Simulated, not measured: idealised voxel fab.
Title: Process Module voxel transistor to metal
FYI the section here is cut, 280 nm wide, cells are 5 nm squares.
For the purposes of this document, a cross-section shall be understood as a grid of square cells, specified as bands listed in top-to-bottom order, each band consisting of one or more rows of cells.
Look at the band entry: it leads with the top's height and the bottom's height in nm. Then it lists the materials left to right, with a width in nm for each. The word "full width" on a single material says that material fills the band edge to edge. The word "air" is empty space.
Height datum 0, below which the as-received substrate wafer is one material. Lowest band open at the bottom, running downward: "from 0 down".
Read "30..40" as a graded width: first number on top, second number at the bottom, same change between each pair of neighbouring rows.
Step note "stayed the same" = no cross-section cell changed.
In "Sealed voids" the enclosed voids are listed, meaning empty spaces of 8 cells or larger without any opening to the top. The form is width x height at distance, distance from the left edge, units nm.
Anything after a step's settings on that line? It's the simulator's own note about the step.
When a step includes a mask, the "overlay nm" setting on its line states how far to the right of its planned place that mask lay, and negative values state how far to the left.
Here's what the planned process steps look like:
1 RECEIVE: material Si
2 CONFORMAL_DEP: material SiO2, thk nm 5
3 CONFORMAL_DEP: material SiN, thk nm 15
4 DIRECTIONAL_DEP: material aC, thk nm 10
5 PATTERN: tone cover, mask id ACTIVE, material resist, width nm 110, pitch nm 130, thk nm 25, overlay nm 0
6 DIRECTIONAL_ETCH: etch materials aC, depth nm 10
7 STRIP: etch materials resist
8 DIRECTIONAL_ETCH: etch materials SiN, depth nm 15
9 DIRECTIONAL_ETCH: etch materials SiO2, depth nm 5
10 DIRECTIONAL_ETCH: etch materials Si, depth nm 20
11 STRIP: etch materials aC
12 FILL_DEP: material SiO2, thk nm 10
13 CMP: height nm 20
14 SELECTIVE_ETCH: etch materials SiO2, depth nm 15
15 STRIP: etch materials SiN
16 SELECTIVE_ETCH: etch materials SiO2, depth nm 5
17 OXIDIZE: depth nm 5
18 DIRECTIONAL_DEP: material polySi, thk nm 25
19 DIRECTIONAL_DEP: material SiCN, thk nm 10
20 MASKED_ETCH: tone cover, mask id GATE, width nm 20, pitch nm 130, etch materials SiCN, depth nm 20, overlay nm 0
21 MASKED_ETCH: tone cover, mask id GATE, width nm 20, pitch nm 130, etch materials polySi, depth nm 35, overlay nm 0
22 CONFORMAL_DEP: material SiN, thk nm 5
23 DIRECTIONAL_ETCH: etch materials SiN, depth nm 5
24 DIRECTIONAL_ETCH: etch materials SiO2, depth nm 5
25 DIRECTIONAL_ETCH: etch materials Si, depth nm 10
26 EPI: material SiGe, thk nm 10
27 FILL_DEP: material SiO2, thk nm 10
28 CMP: height nm 35
29 DIRECTIONAL_DEP: material SiO2, thk nm 10
30 MASKED_ETCH: tone open, mask id CONTACT, width nm 20, etch materials SiO2, depth nm 50, overlay nm 0
31 CONFORMAL_DEP: material TiN, thk nm 5
32 FILL_DEP: material Ru, thk nm 10
33 CMP: height nm 45
34 CONFORMAL_DEP: material SiCN, thk nm 5
35 DIRECTIONAL_DEP: material SiO2, thk nm 20
36 MASKED_ETCH: tone open, mask id METAL_1, width nm 20, etch materials SiO2, depth nm 20, overlay nm 0
37 MASKED_ETCH: tone open, mask id METAL_1, width nm 20, etch materials SiCN, depth nm 5, overlay nm 0
38 CONFORMAL_DEP: material TiN, thk nm 5
39 FILL_DEP: material W, thk nm 5
40 CMP: height nm 70
41 EPI: material Ru, thk nm 5
42 FILL_DEP: material SiCN, thk nm 5
43 DIRECTIONAL_DEP: material lowk, thk nm 25
44 PATTERN: tone open, mask id METAL_2, material resist, width nm 20, pitch nm 130, thk nm 15, overlay nm 0
45 DIRECTIONAL_ETCH: etch materials lowk, depth nm 15
46 STRIP: etch materials resist
47 PATTERN: tone open, mask id METAL_2_HOLES, material resist, width nm 15, pitch nm 130, thk nm 15, overlay nm 0
48 DIRECTIONAL_ETCH: etch materials lowk, depth nm 10
49 DIRECTIONAL_ETCH: etch materials SiCN, depth nm 5
50 STRIP: etch materials resist
51 CONFORMAL_DEP: material TiN, thk nm 5
52 FILL_DEP: material Cu, thk nm 5
53 CMP: height nm 105
54 CONFORMAL_DEP: material SiCN, thk nm 5
Wafer at receipt (post step 1), cross-section:
  from 0 down = Si full width
  Sealed voids: none
Here's the wafer cut in cross-section after the module, started and planned just like above, except one thing was done wrong in the run:
  from 110 to 105 = SiCN full width
  from 105 to 95 = 25 lowk  5 TiN  10 Cu  5 TiN  110 lowk  5 TiN  10 Cu  5 TiN  105 lowk
  from 95 to 90 = 25 lowk  5 TiN  5 Cu  10 TiN  110 lowk  5 TiN  5 Cu  10 TiN  105 lowk
  from 90 to 80 = 25 lowk  5 TiN  5 Cu  5 TiN  115 lowk  5 TiN  5 Cu  5 TiN  110 lowk
  from 80 to 75 = 25 SiCN  15 TiN  115 SiCN  15 TiN  110 SiCN
  from 75 to 70 = 20 SiCN  30 Ru  50 SiCN  30 Ru  20 SiCN  30 Ru  50 SiCN  30 Ru  20 SiCN
  from 70 to 65 = 25 SiCN  20 TiN  60 SiCN  20 TiN  30 SiCN  20 TiN  60 SiCN  20 TiN  25 SiCN
  from 65 to 45 = SiO2 full width
  from 45 to 35 = 25 SiO2  5 TiN  10 Ru  5 TiN  60 SiO2  5 TiN  10 Ru  5 TiN  30 SiO2  5 TiN  10 Ru  5 TiN  60 SiO2  5 TiN  10 Ru  5 TiN  25 SiO2
  from 35 to 25 = 25 SiO2  5 TiN  10 Ru  5 TiN  15 SiO2  5 SiN  20 SiCN  5 SiN  15 SiO2  5 TiN  10 Ru  5 TiN  30 SiO2  5 TiN  10 Ru  5 TiN  15 SiO2  5 SiN  20 SiCN  5 SiN  15 SiO2  5 TiN  10 Ru  5 TiN  25 SiO2
  from 25 to 5 = 25 SiO2  5 TiN  10 Ru  5 TiN  15 SiO2  5 SiN  20 polySi  5 SiN  15 SiO2  5 TiN  10 Ru  5 TiN  30 SiO2  5 TiN  10 Ru  5 TiN  15 SiO2  5 SiN  20 polySi  5 SiN  15 SiO2  5 TiN  10 Ru  5 TiN  25 SiO2
  from 5 to 0 = 25 SiO2  5 TiN  10 Ru  5 TiN  5 SiO2  10 SiGe  5 SiN  20 polySi  5 SiN  10 SiGe  5 SiO2  5 TiN  10 Ru  5 TiN  30 SiO2  5 TiN  10 Ru  5 TiN  5 SiO2  10 SiGe  5 SiN  20 polySi  5 SiN  10 SiGe  5 SiO2  5 TiN  10 Ru  5 TiN  25 SiO2
  from 0 to -5 = 25 SiO2  20 TiN  5 SiO2  10 SiGe  30 SiO2  10 SiGe  5 SiO2  20 TiN  30 SiO2  20 TiN  5 SiO2  10 SiGe  30 SiO2  10 SiGe  5 SiO2  20 TiN  25 SiO2
  from -5 to -15 = 20 SiO2  40 SiGe  30 Si  40 SiGe  20 SiO2  40 SiGe  30 Si  40 SiGe  20 SiO2
  from -15 to -20 = 20 SiO2  110 Si  20 SiO2  110 Si  20 SiO2
  from -20 down = Si full width
  Sealed voids: none
what went wrong: plan vs actual: 34 and 35 interchanged
